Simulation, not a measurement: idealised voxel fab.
voxel air gaps: a process module
The width of the displayed cross-section, cut, is 175 nm; its cells are square, with a size of 5 nm.
Bands, listed from the top down, are how a cross-section gets written in this document; the cross-section itself is a grid of square cells, and a band is one or more rows of them. Read a band's entry like this: the first values are the height of its top and the height of its bottom in nm, and what follows is the sequence of materials from left to right, each with its width in nm. Note that "air" is empty space, and that a single material marked "edge to edge" reaches across the band from edge to edge. The level at which height equals 0 is the one under which the wafer, as it arrives, is entirely one material. No lower edge exists for the bottom band, which continues downward and is notated as in "0 nm and below". When a width is written as two numbers, as in "30..40", the first number is the width in the top row of cells of the band and the second is the width in its bottom row, and the width changes by the same amount from each row to the next. "left unchanged" after a step means that no cell of the cross-section changed. "Closed-off voids" enumerates empty spaces isolated from the top, with no open way to it, that contain at least 8 cells, giving each as width x height at distance from the left edge, all three in nm. Past the settings on a step's line: simulator remark, on that step. The "overlay nm" setting may appear on a step's line; for a step that uses a mask, it gives how far to the right of its planned position the mask lay, and a negative value indicates the left.
[Intended process steps]
| 1 | RECEIVE | material Si |
| 2 | CONFORMAL_DEP | material SiO2 | thk nm 15 |
| 3 | CONFORMAL_DEP | material SiN | thk nm 5 |
| 4 | DIRECTIONAL_DEP | material SiO2 | thk nm 30 |
| 5 | MASKED_ETCH | tone open | mask id LINES | width nm 15 | pitch nm 40 | etch materials SiO2 | depth nm 30 | overlay nm 0 |
| 6 | CONFORMAL_DEP | material TiN | thk nm 5 |
| 7 | FILL_DEP | material W | thk nm 10 |
| 8 | CMP | height nm 50 |
| 9 | EPI | material Ru | thk nm 10 |
| 10 | SELECTIVE_ETCH | etch materials SiO2 | depth nm 40 |
| 11 | CONFORMAL_DEP | material SiN | thk nm 5 |
[Delivered wafer in cross-section: state after step 1]
  0 nm and below | Si edge to edge
  Closed-off voids: none
[Module complete, cross-section. Starting point and plan per above. One mistake made in running the module]
  65 nm to 60 nm | air: 5  SiN: 170
  60 nm to 50 nm | air: 5  SiN: 5  Ru: 160  SiN: 5
  50 nm to 45 nm | air: 5  SiN: 15  TiN: 5  W: 10  TiN: 5  SiO2: 20  TiN: 5  W: 10  TiN: 5  SiO2: 20  TiN: 5  W: 10  TiN: 5  SiO2: 20  TiN: 5  W: 10  TiN: 5  SiN: 15
  45 nm to 25 nm | air: 15  SiN: 5  TiN: 5  W: 10  TiN: 5  SiO2: 20  TiN: 5  W: 10  TiN: 5  SiO2: 20  TiN: 5  W: 10  TiN: 5  SiO2: 20  TiN: 5  W: 10  TiN: 5  SiN: 5  air: 10
  25 nm to 20 nm | SiN: 20  TiN: 20  SiO2: 20  TiN: 20  SiO2: 20  TiN: 20  SiO2: 20  TiN: 20  SiN: 15
  20 nm to 15 nm | SiN edge to edge
  15 nm to 0 nm | SiO2 edge to edge
  0 nm and below | Si edge to edge
  Closed-off voids: 10 x 20 at 165
Where did the run depart from the plan? contrary to plan, step 5 was performed as MASKED_ETCH | tone open | mask id LINES | width nm 20 | pitch nm 40 | etch materials SiO2 | depth nm 30 | overlay nm 0
